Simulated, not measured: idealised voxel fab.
Herein follows the process module entitled voxel spacer lines.
We display cut, a cross-section 205 nm in width whose square cells are each 5 nm.
In what follows, cross-sections appear as grids of square cells, described through bands that run from the top down, where every band is one or more rows of cells.
This entry defines a band. It first specifies the height of the band's top and the height of its bottom in nm, and then specifies the band's materials from left to right, stating each material with its width in nm. The word "everywhere" identifies a single material that fills the band from edge to edge, while the word "blank" identifies empty space.
Heads up on the height convention: 0 is the point under which the incoming wafer is all one material, and the lowest band has no bottom, it just keeps going down, like "0 -> down".
It should be noted that a width expressed as "30..40" varies in equal increments from row to row of cells within the band, taking the value of the first number at the top row and that of the second number at the bottom row.
Step marked "no alterations made"? Then no cell in the cross-section changed in it.
Basically, "Closed-off voids" tells you about the enclosed voids: empty spaces with no open way to the top, 8 cells or bigger, each written width x height at distance, where distance is from the left edge, all in nm.
Past the settings on a step's line: simulator remark, on that step.
overlay nm: how far to the right of its planned place the mask lay on this masked step (negative: to the left).
These are the steps we planned for the process:
1. RECEIVE, material Si
2. CONFORMAL_DEP, material Al2O3, thk nm 5
3. DIRECTIONAL_DEP, material polySi, thk nm 20
4. DIRECTIONAL_DEP, material aC, thk nm 20
5. PATTERN, tone cover, mask id MANDREL, material resist, width nm 15, pitch nm 70, thk nm 30, overlay nm 0
6. DIRECTIONAL_ETCH, etch materials aC, depth nm 20
7. STRIP, etch materials resist
8. CONFORMAL_DEP, material SiN, thk nm 10
9. DIRECTIONAL_ETCH, etch materials SiN, depth nm 10
10. STRIP, etch materials aC
11. DIRECTIONAL_ETCH, etch materials polySi, depth nm 20
12. STRIP, etch materials SiN
13. FILL_DEP, material SiO2, thk nm 10
14. CMP, height nm 25
Every wafer here starts from the same state; it is the step 5 width nm that distinguishes them, and the value the plan gives belongs to the first wafer.
First of several wafers, received after step 1, in cross-section:
* 0 -> down = Si everywhere
* Closed-off voids: none
End of module: cross-section of the first of several wafers after step 14, the last step:
* 25 -> 5 = SiO2 50 / polySi 10 / SiO2 15 / polySi 10 / SiO2 35 / polySi 10 / SiO2 15 / polySi 10 / SiO2 50
* 5 -> 0 = Al2O3 everywhere
* 0 -> down = Si everywhere
* Closed-off voids: none
Showing the last wafer in cross-section at the end of the module:
* 25 -> 5 = SiO2 40 / polySi 10 / SiO2 40 / polySi 10 / SiO2 10 / polySi 10 / SiO2 40 / polySi 10 / SiO2 35
* 5 -> 0 = Al2O3 everywhere
* 0 -> down = Si everywhere
* Closed-off voids: none
Every row in this table is a wafer at the end of the module, and it gives, for each of the materials, the cells that wafer has gained (+) or lost (-) since it was received, then its closed voids:
width nm 15 | +41 Al2O3 | +132 SiO2 | +32 polySi | Closed-off voids: none
width nm 20 | +41 Al2O3 | +132 SiO2 | +32 polySi | Closed-off voids: none
width nm 25 | +41 Al2O3 | +132 SiO2 | +32 polySi | Closed-off voids: none
width nm 30 | +41 Al2O3 | +132 SiO2 | +32 polySi | Closed-off voids: none
width nm 35 | +41 Al2O3 | +132 SiO2 | +32 polySi | Closed-off voids: none
width nm 40 | +41 Al2O3 | +132 SiO2 | +32 polySi | Closed-off voids: none
